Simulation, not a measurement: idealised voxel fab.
process module | voxel self aligned vias
cross-section cut | 220 nm wide | cells 5 nm
A cross-section is a grid of square cells, given in bands from the top down. A band is one or more rows of cells.
Each band's line starts with the height of the band's top and of its bottom, in nm. Then come its materials from left to right, each with its width in nm. One material with "throughout" fills the band from edge to edge. "air" is empty space.
Height 0 is the level under which the wafer as received is all one material. The lowest band goes on downwards, as in "0 down".
A width such as "30 to 40" changes by the same amount from each row of cells to the next, from the band's top row to its bottom row.
"no change" after a step means that no cell of the cross-section changed.
closed voids: empty space of 8 cells or more with no open way to the top, each as width x height at its distance from the left edge, in nm
after a step's settings: what the simulator itself notes on the step
overlay nm, on a step with a mask: how far to the right of its planned place the mask lay; to the left if negative
plan
1 op RECEIVE | material Si
2 op CONFORMAL_DEP | material SiO2 | thk nm 10
3 op CONFORMAL_DEP | material SiCN | thk nm 5
4 op DIRECTIONAL_DEP | material SiO2 | thk nm 20
5 op MASKED_ETCH | tone open | mask id LINES | width nm 25 | pitch nm 65 | etch materials SiO2 | depth nm 20 | overlay nm 0
6 op CONFORMAL_DEP | material TiN | thk nm 5
7 op FILL_DEP | material W | thk nm 10
8 op CMP | height nm 35
9 op SELECTIVE_ETCH | etch materials W Ru TiN | depth nm 5
10 op FILL_DEP | material SiN | thk nm 5
11 op CMP | height nm 35
12 op DIRECTIONAL_DEP | material SiO2 | thk nm 15
13 op MASKED_ETCH | tone open | mask id VIAS | width nm 35 | etch materials SiO2 | depth nm 15 | overlay nm 0
14 op MASKED_ETCH | tone open | mask id VIAS | width nm 35 | etch materials SiN | depth nm 5 | overlay nm 0
15 op CONFORMAL_DEP | material TiN | thk nm 5
16 op FILL_DEP | material Cu | thk nm 5
17 op CMP | height nm 50
18 op CONFORMAL_DEP | material SiCN | thk nm 5
as received, after step 1
  0 down: Si throughout
  closed voids: none
a wafer at the end: this start, this plan, one mistake
  55 to 50: SiCN throughout
  50 to 40: SiO2 50 | TiN 5 | Cu 25 | TiN 5 | SiO2 135
  40 to 35: SiO2 50 | TiN 20 | Cu 10 | TiN 5 | SiO2 135
  35 to 30: SiO2 65 | TiN 20 | SiN 5 | SiO2 40 | SiN 25 | SiO2 65
  30 to 20: SiO2 65 | TiN 5 | W 15 | TiN 5 | SiO2 40 | TiN 5 | W 15 | TiN 5 | SiO2 65
  20 to 15: SiO2 65 | TiN 25 | SiO2 40 | TiN 25 | SiO2 65
  15 to 10: SiCN throughout
  10 to 0: SiO2 throughout
  0 down: Si throughout
  closed voids: none
what went wrong: step 13 ran as: op MASKED_ETCH | tone open | mask id VIAS | width nm 35 | etch materials SiO2 | depth nm 15 | overlay nm -10
